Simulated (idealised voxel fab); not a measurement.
process module | voxel air gaps
cross-section cut | 215 nm wide | cells 5 nm
A cross-section is a grid of square cells, given in bands from the top down. A band is one or more rows of cells.
Each band's line starts with the height of the band's top and of its bottom, in nm. Then come its materials from left to right, each with its width in nm. One material with "throughout" fills the band from edge to edge. "air" is empty space.
Height 0 is the level under which the wafer as received is all one material. The lowest band goes on downwards, as in "0 down".
A width such as "30 to 40" changes by the same amount from each row of cells to the next, from the band's top row to its bottom row.
"no change" after a step means that no cell of the cross-section changed.
closed voids: empty space of 8 cells or more with no open way to the top, each as width x height at its distance from the left edge, in nm
after a step's settings: what the simulator itself notes on the step
overlay nm, on a step with a mask: how far to the right of its planned place the mask lay; to the left if negative
plan
1 op RECEIVE | material Si
2 op CONFORMAL_DEP | material SiO2 | thk nm 15
3 op CONFORMAL_DEP | material SiCN | thk nm 5
4 op DIRECTIONAL_DEP | material SiO2 | thk nm 35
5 op DIRECTIONAL_DEP | material aC | thk nm 15
6 op PATTERN | tone open | mask id LINES | material resist | width nm 25 | pitch nm 50 | thk nm 30 | overlay nm 0
7 op DIRECTIONAL_ETCH | etch materials aC | depth nm 15
8 op STRIP | etch materials resist
9 op DIRECTIONAL_ETCH | etch materials SiO2 | depth nm 35
10 op STRIP | etch materials aC
11 op CONFORMAL_DEP | material TiN | thk nm 5
12 op FILL_DEP | material W | thk nm 5
13 op CMP | height nm 55
14 op EPI | material Ru | thk nm 10
15 op SELECTIVE_ETCH | etch materials SiO2 | depth nm 45
16 op CONFORMAL_DEP | material SiCN | thk nm 5
as received, after step 1
  0 down: Si throughout
  closed voids: none
first wafer at the end, as planned
  70 to 65: air 30 | SiCN 155 | air 30
  65 to 55: air 30 | SiCN 5 | Ru 45 | SiCN 5 | Ru 45 | SiCN 5 | Ru 45 | SiCN 5 | air 30
  55 to 50: air 30 | SiCN 15 | TiN 5 | W 15 | TiN 5 | SiCN 25 | TiN 5 | W 15 | TiN 5 | SiCN 25 | TiN 5 | W 15 | TiN 5 | SiCN 15 | air 30
  50 to 25: air 40 | SiCN 5 | TiN 5 | W 15 | TiN 5 | SiCN 5 | air 15 | SiCN 5 | TiN 5 | W 15 | TiN 5 | SiCN 5 | air 15 | SiCN 5 | TiN 5 | W 15 | TiN 5 | SiCN 5 | air 40
  25 to 20: SiCN 45 | TiN 25 | SiCN 25 | TiN 25 | SiCN 25 | TiN 25 | SiCN 45
  20 to 15: SiCN throughout
  15 to 0: SiO2 throughout
  0 down: Si throughout
  closed voids: 15 x 25 at 75; 15 x 25 at 125
second wafer at the end: like start, like plan, one mistake
  60 to 50: SiCN throughout
  50 to 0: SiO2 throughout
  0 down: Si throughout
  closed voids: none
what went wrong: steps 3 and 4 were swapped
at the end the second wafer has, in cells: 54 fewer of Ru | 70 fewer of SiCN | 301 more of SiO2 | 51 fewer of TiN | 54 fewer of W
closed voids at the end (first wafer, second wafer): 2, 0
